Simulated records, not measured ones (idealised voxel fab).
You're looking at the process module voxel capacitor over wiring.
Cross-section cut spans 160 nm and uses square cells 5 nm in size.
Cross-section = grid of square cells, listed top down in bands; band = one or more rows.
Per band: top height and bottom height in nm, followed by the left-to-right materials and their widths in nm; "everywhere" marks a single material spanning edge to edge, "blank" marks empty space.
Measure heights from 0. That's the level where, below it, the as-received wafer is all one material. The lowest band is bottomless and extends downward; write it as in "0 down".
Top row gets the first number, bottom row gets the second, and each row in between changes by the same step: that is how a band width like "30 to 40" works.
Step note "remained unchanged" = no cross-section cell changed.
Under "Unvented voids" you'll find the enclosed gaps, the ones with no way out to the top, that are 8 cells or bigger; each reads width x height at distance, with distance counted from the left edge, everything in nm.
Past the settings on a step's line: simulator remark, on that step.
Steps that use a mask can have "overlay nm" on their line. It says how far the mask sat to the right of where it was meant to be. Negative means to the left.

-- The planned process steps are enumerated hereunder
step 1: RECEIVE | material Si
step 2: CONFORMAL_DEP | material SiO2 | thk nm 15
step 3: DIRECTIONAL_DEP | material TiN | thk nm 5
step 4: DIRECTIONAL_DEP | material W | thk nm 25
step 5: DIRECTIONAL_DEP | material aC | thk nm 10
step 6: PATTERN | tone cover | mask id METAL_1 | material resist | width nm 20 | pitch nm 70 | thk nm 25 | overlay nm 0
step 7: DIRECTIONAL_ETCH | etch materials aC | depth nm 10
step 8: STRIP | etch materials resist
step 9: DIRECTIONAL_ETCH | etch materials W | depth nm 25
step 10: DIRECTIONAL_ETCH | etch materials TiN | depth nm 5
step 11: STRIP | etch materials aC
step 12: FILL_DEP | material SiO2 | thk nm 5
step 13: CMP | height nm 45
step 14: CONFORMAL_DEP | material SiCN | thk nm 5
step 15: DIRECTIONAL_DEP | material lowk | thk nm 10
step 16: MASKED_ETCH | tone open | mask id PLUG_1 | width nm 15 | etch materials lowk | depth nm 10 | overlay nm 0
step 17: MASKED_ETCH | tone open | mask id PLUG_1 | width nm 15 | etch materials SiCN | depth nm 5 | overlay nm -15
step 18: EPI | material Ru | thk nm 10
step 19: EPI | material Ru | thk nm 5
step 20: DIRECTIONAL_DEP | material TiN | thk nm 10
step 21: DIRECTIONAL_DEP | material SiN | thk nm 5
step 22: DIRECTIONAL_DEP | material TiN | thk nm 10
step 23: DIRECTIONAL_DEP | material aC | thk nm 10
step 24: PATTERN | tone cover | mask id UPPER_PLATE | material resist | width nm 55 | thk nm 30 | overlay nm 0
step 25: DIRECTIONAL_ETCH | etch materials aC | depth nm 10
step 26: STRIP | etch materials resist
step 27: DIRECTIONAL_ETCH | etch materials TiN | depth nm 10
step 28: DIRECTIONAL_ETCH | etch materials SiN | depth nm 5
step 29: STRIP | etch materials aC
step 30: PATTERN | tone cover | mask id LOWER_PLATE | material resist | width nm 65 | thk nm 20 | overlay nm 0
step 31: DIRECTIONAL_ETCH | etch materials TiN | depth nm 10
step 32: STRIP | etch materials resist
step 33: FILL_DEP | material SiO2 | thk nm 15
step 34: CMP | height nm 95
step 35: PATTERN | tone open | mask id PLUG_2 | material resist | width nm 15 | thk nm 15 | overlay nm 0
step 36: DIRECTIONAL_ETCH | etch materials SiO2 | depth nm 10
step 37: STRIP | etch materials resist
step 38: CONFORMAL_DEP | material TiN | thk nm 5
step 39: FILL_DEP | material W | thk nm 10
step 40: CMP | height nm 95
step 41: CONFORMAL_DEP | material SiCN | thk nm 5
varied across the wafers: overlay nm of step 17. The plan shows the first wafer's value. All wafers start alike

-- Sectional view: first of several wafers, as received, after step 1
- 0 down | Si everywhere
- Unvented voids: none

-- Wafer rows, end of module: cells per material gained (+) or lost (-) since receipt; closed voids last
overlay nm -15; +64 SiCN; +11 SiN; +405 SiO2; +61 TiN; +41 W; +58 lowk; Unvented voids: none
overlay nm -10; +7 Ru; +63 SiCN; +11 SiN; +399 SiO2; +61 TiN; +41 W; +58 lowk; Unvented voids: none
overlay nm -5; +8 Ru; +62 SiCN; +11 SiN; +399 SiO2; +61 TiN; +41 W; +58 lowk; Unvented voids: none
overlay nm 0; +9 Ru; +61 SiCN; +11 SiN; +399 SiO2; +61 TiN; +41 W; +58 lowk; Unvented voids: none
overlay nm 5; +8 Ru; +62 SiCN; +11 SiN; +399 SiO2; +61 TiN; +41 W; +58 lowk; Unvented voids: none
overlay nm 10; +7 Ru; +63 SiCN; +11 SiN; +399 SiO2; +61 TiN; +41 W; +58 lowk; Unvented voids: none
overlay nm 15; +64 SiCN; +11 SiN; +405 SiO2; +61 TiN; +41 W; +58 lowk; Unvented voids: none
